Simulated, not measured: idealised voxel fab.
Process module heading - voxel wiring stack
Each square cell in cross-section cut measures 5 nm, and the section as a whole is 260 nm wide.
Format of a cross-section: grid, square cells. Given as bands. Order: top down. Band: one or more rows of cells.
This entry defines a band. It first specifies the height of the band's top and the height of its bottom in nm, and then specifies the band's materials from left to right, stating each material with its width in nm. The word "throughout" identifies a single material that fills the band from edge to edge, while the word "blank" identifies empty space.
Heights are reckoned from 0. Under this level, the received wafer is all of one material. The bottommost band is open-ended downward, for example "0..down".
Width spec "30 to 40" -> top row of cells at first value, bottom row at second value, equal per-row change in between.
Key: "no change occurred" - step with no changed cell in the cross-section.
Closed-off voids of 8+ cells (no open route to the top) go in "Closed void table", written width x height at distance from the left edge, in nm.
Anything after a step's settings on that line? It's the simulator's own note about the step.
"overlay nm" denotes, for a step that has a mask, the displacement of the mask to the right of its planned place, with negative values corresponding to the left.
-- Steps in the process plan
| 1 | RECEIVE with material Si |
| 2 | CONFORMAL_DEP with material SiO2, thk nm 15 |
| 3 | CONFORMAL_DEP with material SiCN, thk nm 5 |
| 4 | DIRECTIONAL_DEP with material lowk, thk nm 15 |
| 5 | DIRECTIONAL_DEP with material aC, thk nm 10 |
| 6 | PATTERN with tone open, mask id METAL_1, material resist, width nm 30, pitch nm 45, thk nm 30, overlay nm 0 |
| 7 | DIRECTIONAL_ETCH with etch materials aC, depth nm 10 |
| 8 | STRIP with etch materials resist |
| 9 | DIRECTIONAL_ETCH with etch materials lowk, depth nm 15 |
| 10 | DIRECTIONAL_ETCH with etch materials SiCN, depth nm 5 |
| 11 | STRIP with etch materials aC |
| 12 | CONFORMAL_DEP with material TiN, thk nm 5 |
| 13 | FILL_DEP with material Ru, thk nm 10 |
| 14 | CMP with height nm 35 |
| 15 | CONFORMAL_DEP with material SiCN, thk nm 5 |
| 16 | DIRECTIONAL_DEP with material SiO2, thk nm 30 |
| 17 | PATTERN with tone open, mask id METAL_2, material resist, width nm 30, pitch nm 45, thk nm 20, overlay nm 0 |
| 18 | DIRECTIONAL_ETCH with etch materials SiO2, depth nm 20 |
| 19 | STRIP with etch materials resist |
| 20 | PATTERN with tone open, mask id METAL_2_HOLES, material resist, width nm 15, pitch nm 45, thk nm 20, overlay nm 0 |
| 21 | DIRECTIONAL_ETCH with etch materials SiO2, depth nm 10 |
| 22 | DIRECTIONAL_ETCH with etch materials SiCN, depth nm 5 |
| 23 | STRIP with etch materials resist |
| 24 | CONFORMAL_DEP with material TiN, thk nm 5 |
| 25 | FILL_DEP with material Cu, thk nm 5 |
| 26 | CMP with height nm 70 |
| 27 | CONFORMAL_DEP with material SiCN, thk nm 5 |
| 28 | DIRECTIONAL_DEP with material lowk, thk nm 30 |
| 29 | DIRECTIONAL_DEP with material aC, thk nm 15 |
| 30 | PATTERN with tone open, mask id METAL_3_HOLES, material resist, width nm 15, pitch nm 45, thk nm 35, overlay nm -15 |
| 31 | DIRECTIONAL_ETCH with etch materials aC, depth nm 15 |
| 32 | STRIP with etch materials resist |
| 33 | DIRECTIONAL_ETCH with etch materials lowk, depth nm 30 |
| 34 | STRIP with etch materials aC |
| 35 | MASKED_ETCH with tone open, mask id METAL_3, width nm 30, pitch nm 45, etch materials lowk, depth nm 15, overlay nm 0 |
| 36 | MASKED_ETCH with tone open, mask id METAL_3, width nm 30, pitch nm 45, etch materials SiCN, depth nm 5, overlay nm 0 |
| 37 | CONFORMAL_DEP with material TiN, thk nm 5 |
| 38 | FILL_DEP with material Cu, thk nm 5 |
| 39 | CMP with height nm 105 |
| 40 | CONFORMAL_DEP with material SiCN, thk nm 5 |
The plan shows the overlay nm of step 30 as the first wafer had it; this setting differs between the wafers, which start out alike.
-- Cross-sectional view of the first of several wafers in the as-received condition, corresponding to the state following step 1
	0..down  Si throughout
	Closed void table: none
-- So in this table every wafer gets its own row, and what you see is where it stands at the end of the module: for each material, how many cells it picked up (+) or gave up (-) since we received it, and after that its closed voids
overlay nm -15; +140 Cu; +48 Ru; +172 SiCN; +348 SiO2; +184 TiN; +252 lowk; Closed void table: none
overlay nm -10; +120 Cu; +48 Ru; +168 SiCN; +348 SiO2; +196 TiN; +264 lowk; Closed void table: none
overlay nm -5; +112 Cu; +48 Ru; +164 SiCN; +348 SiO2; +196 TiN; +276 lowk; Closed void table: none
overlay nm 0; +108 Cu; +48 Ru; +160 SiCN; +348 SiO2; +192 TiN; +288 lowk; Closed void table: none
overlay nm 5; +108 Cu; +48 Ru; +160 SiCN; +348 SiO2; +192 TiN; +288 lowk; Closed void table: none
overlay nm 10; +108 Cu; +48 Ru; +160 SiCN; +348 SiO2; +192 TiN; +288 lowk; Closed void table: none
overlay nm 15; +108 Cu; +48 Ru; +160 SiCN; +348 SiO2; +192 TiN; +288 lowk; Closed void table: none
